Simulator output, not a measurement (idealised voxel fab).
voxel double patterning: a process module
The cross-section on display is named cut; it measures 295 nm wide, and its cells are 5 nm squares.
Cross-sections here: square-cell grids, written as top-down lists of bands, a band being one or more rows of cells.
Read a band's entry like this: the first values are the height of its top and the height of its bottom in nm, and what follows is the sequence of materials from left to right, each with its width in nm. Note that "empty" is empty space, and that a single material marked "everywhere" reaches across the band from edge to edge.
Height datum 0, below which the as-received substrate wafer is one material. Lowest band open at the bottom, running downward: "top 0, no bottom".
A width given as "30 to 40" starts at the first number in the band's top row and ends at the second number in its bottom row, shifting by an equal amount at every step from row to row.
For the purposes of this document, the phrase "remained the same" attached to a step denotes that no cell within the cross-section was modified by that step.
"Trapped voids": empty spaces of 8 cells or more with no open way to the top, each given as width x height at distance, distance from the left edge, all in nm.
Step line, after settings: the simulator's comment on this step.
Regarding "overlay nm": on a step with a mask, it is the distance the mask lay to the right of its planned place; a negative value places it to the left.
The following list gives the planned process steps
- 1: RECEIVE, material Si
- 2: CONFORMAL_DEP, material SiO2, thk nm 10
- 3: DIRECTIONAL_DEP, material W, thk nm 10
- 4: DIRECTIONAL_DEP, material SiN, thk nm 5
- 5: MASKED_ETCH, tone open, mask id FIRST, width nm 15, pitch nm 50, etch materials SiN, depth nm 5, overlay nm 0
- 6: DIRECTIONAL_DEP, material aC, thk nm 10
- 7: PATTERN, tone open, mask id SECOND, material resist, width nm 15, pitch nm 50, thk nm 25, overlay nm 0
- 8: DIRECTIONAL_ETCH, etch materials aC, depth nm 10
- 9: STRIP, etch materials resist
- 10: DIRECTIONAL_ETCH, etch materials SiN, depth nm 5
- 11: STRIP, etch materials aC
- 12: DIRECTIONAL_ETCH, etch materials W, depth nm 10
- 13: STRIP, etch materials SiN
Run as planned: first of two wafers
Cross-section, incoming material, after step 1
	top 0, no bottom  Si everywhere
	Trapped voids: none
Cross-section through the wafer, step 2 finished
	top 10, bottom 0  SiO2 everywhere
	Beneath the level 0, the cross-section is identical to its previous state.
Cross-section through the wafer, step 3 finished
	top 20, bottom 10  W everywhere
	Beneath the level 10, the cross-section is identical to its previous state.
Cross-section through the wafer, step 4 finished
	top 25, bottom 20  SiN everywhere
	Beneath the level 20, the cross-section is identical to its previous state.
Cross-section through the wafer, step 5 finished
	top 25, bottom 20  SiN: 90; empty: 15; SiN: 35; empty: 15; SiN: 35; empty: 15; SiN: 90
	Beneath the level 20, the cross-section is identical to its previous state.
Cross-section through the wafer, step 6 finished
	top 35, bottom 30  aC: 90; empty: 15; aC: 35; empty: 15; aC: 35; empty: 15; aC: 90
	top 30, bottom 25  aC everywhere
	top 25, bottom 20  SiN: 90; aC: 15; SiN: 35; aC: 15; SiN: 35; aC: 15; SiN: 90
	Beneath the level 20, the cross-section is identical to its previous state.
Cross-section through the wafer, step 7 finished
	top 60, bottom 35  resist: 115; empty: 15; resist: 35; empty: 15; resist: 115
	top 35, bottom 30  aC: 90; resist: 15; aC: 35; resist: 15; aC: 35; resist: 15; aC: 90
	Beneath the level 30, the cross-section is identical to its previous state.
Cross-section through the wafer, step 8 finished
	top 50, bottom 35  resist: 115; empty: 15; resist: 35; empty: 15; resist: 115
	top 35, bottom 30  aC: 90; resist: 15; aC: 10; empty: 15; aC: 10; resist: 15; aC: 10; empty: 15; aC: 10; resist: 15; aC: 90
	top 30, bottom 25  aC: 115; empty: 15; aC: 35; empty: 15; aC: 115
	Beneath the level 25, the cross-section is identical to its previous state.
Cross-section through the wafer, step 9 finished
	top 35, bottom 30  aC: 90; empty: 15; aC: 10; empty: 15; aC: 10; empty: 15; aC: 10; empty: 15; aC: 10; empty: 15; aC: 90
	Beneath the level 30, the cross-section is identical to its previous state.
Cross-section through the wafer, step 10 finished
	top 35, bottom 30  aC: 90; empty: 15; aC: 10; empty: 15; aC: 10; empty: 15; aC: 10; empty: 15; aC: 10; empty: 15; aC: 90
	top 30, bottom 25  aC: 115; empty: 15; aC: 35; empty: 15; aC: 115
	top 25, bottom 20  SiN: 90; aC: 15; SiN: 10; empty: 15; SiN: 10; aC: 15; SiN: 10; empty: 15; SiN: 10; aC: 15; SiN: 90
	Beneath the level 20, the cross-section is identical to its previous state.
Cross-section through the wafer, step 11 finished
	top 25, bottom 20  SiN: 90; empty: 15; SiN: 10; empty: 15; SiN: 10; empty: 15; SiN: 10; empty: 15; SiN: 10; empty: 15; SiN: 90
	Beneath the level 20, the cross-section is identical to its previous state.
Cross-section through the wafer, step 12 finished
	top 25, bottom 20  SiN: 90; empty: 15; SiN: 10; empty: 15; SiN: 10; empty: 15; SiN: 10; empty: 15; SiN: 10; empty: 15; SiN: 90
	top 20, bottom 10  W: 90; empty: 15; W: 10; empty: 15; W: 10; empty: 15; W: 10; empty: 15; W: 10; empty: 15; W: 90
	Beneath the level 10, the cross-section is identical to its previous state.
Cross-section through the wafer, step 13 finished
	top 20, bottom 10  W: 90; empty: 15; W: 10; empty: 15; W: 10; empty: 15; W: 10; empty: 15; W: 10; empty: 15; W: 90
	Beneath the level 10, the cross-section is identical to its previous state.
The Second Wafer: Common Origin and Plan, One Mistake in Execution, Identical to the First Through Step 1
Cross-section of the second wafer at the time by which step 2 should have been completed according to the plan
	top 10, bottom 0  W everywhere
	Beneath the level 0, the cross-section is identical to its previous state.
Cross-section of the second wafer at the time by which step 3 should have been completed according to the plan
	top 20, bottom 10  SiO2 everywhere
	Beneath the level 10, the cross-section is identical to its previous state.
Cross-section of the second wafer at the time by which step 4 should have been completed according to the plan
	top 25, bottom 20  SiN everywhere
	Beneath the level 20, the cross-section is identical to its previous state.
Cross-section of the second wafer at the time by which step 5 should have been completed according to the plan
	top 25, bottom 20  SiN: 90; empty: 15; SiN: 35; empty: 15; SiN: 35; empty: 15; SiN: 90
	Beneath the level 20, the cross-section is identical to its previous state.
Cross-section of the second wafer at the time by which step 6 should have been completed according to the plan
	top 35, bottom 30  aC: 90; empty: 15; aC: 35; empty: 15; aC: 35; empty: 15; aC: 90
	top 30, bottom 25  aC everywhere
	top 25, bottom 20  SiN: 90; aC: 15; SiN: 35; aC: 15; SiN: 35; aC: 15; SiN: 90
	Beneath the level 20, the cross-section is identical to its previous state.
Cross-section of the second wafer at the time by which step 7 should have been completed according to the plan
	top 60, bottom 35  resist: 115; empty: 15; resist: 35; empty: 15; resist: 115
	top 35, bottom 30  aC: 90; resist: 15; aC: 35; resist: 15; aC: 35; resist: 15; aC: 90
	Beneath the level 30, the cross-section is identical to its previous state.
Cross-section of the second wafer at the time by which step 8 should have been completed according to the plan
	top 50, bottom 35  resist: 115; empty: 15; resist: 35; empty: 15; resist: 115
	top 35, bottom 30  aC: 90; resist: 15; aC: 10; empty: 15; aC: 10; resist: 15; aC: 10; empty: 15; aC: 10; resist: 15; aC: 90
	top 30, bottom 25  aC: 115; empty: 15; aC: 35; empty: 15; aC: 115
	Beneath the level 25, the cross-section is identical to its previous state.
Cross-section of the second wafer at the time by which step 9 should have been completed according to the plan
	top 35, bottom 30  aC: 90; empty: 15; aC: 10; empty: 15; aC: 10; empty: 15; aC: 10; empty: 15; aC: 10; empty: 15; aC: 90
	Beneath the level 30, the cross-section is identical to its previous state.
Cross-section of the second wafer at the time by which step 10 should have been completed according to the plan
	top 35, bottom 30  aC: 90; empty: 15; aC: 10; empty: 15; aC: 10; empty: 15; aC: 10; empty: 15; aC: 10; empty: 15; aC: 90
	top 30, bottom 25  aC: 115; empty: 15; aC: 35; empty: 15; aC: 115
	top 25, bottom 20  SiN: 90; aC: 15; SiN: 10; empty: 15; SiN: 10; aC: 15; SiN: 10; empty: 15; SiN: 10; aC: 15; SiN: 90
	Beneath the level 20, the cross-section is identical to its previous state.
Cross-section of the second wafer at the time by which step 11 should have been completed according to the plan
	top 25, bottom 20  SiN: 90; empty: 15; SiN: 10; empty: 15; SiN: 10; empty: 15; SiN: 10; empty: 15; SiN: 10; empty: 15; SiN: 90
	Beneath the level 20, the cross-section is identical to its previous state.
Cross-section of the second wafer at the time by which step 12 should have been completed according to the plan: remained the same
Cross-section of the second wafer at the time by which step 13 should have been completed according to the plan
	top 20, bottom 10  SiO2 everywhere
	Beneath the level 10, the cross-section is identical to its previous state.
Against the plan, the run slipped here: transposition of steps 2 and 3 relative to the planned sequence
Final cells, second wafer relative to first, materials higher or lower: W +30
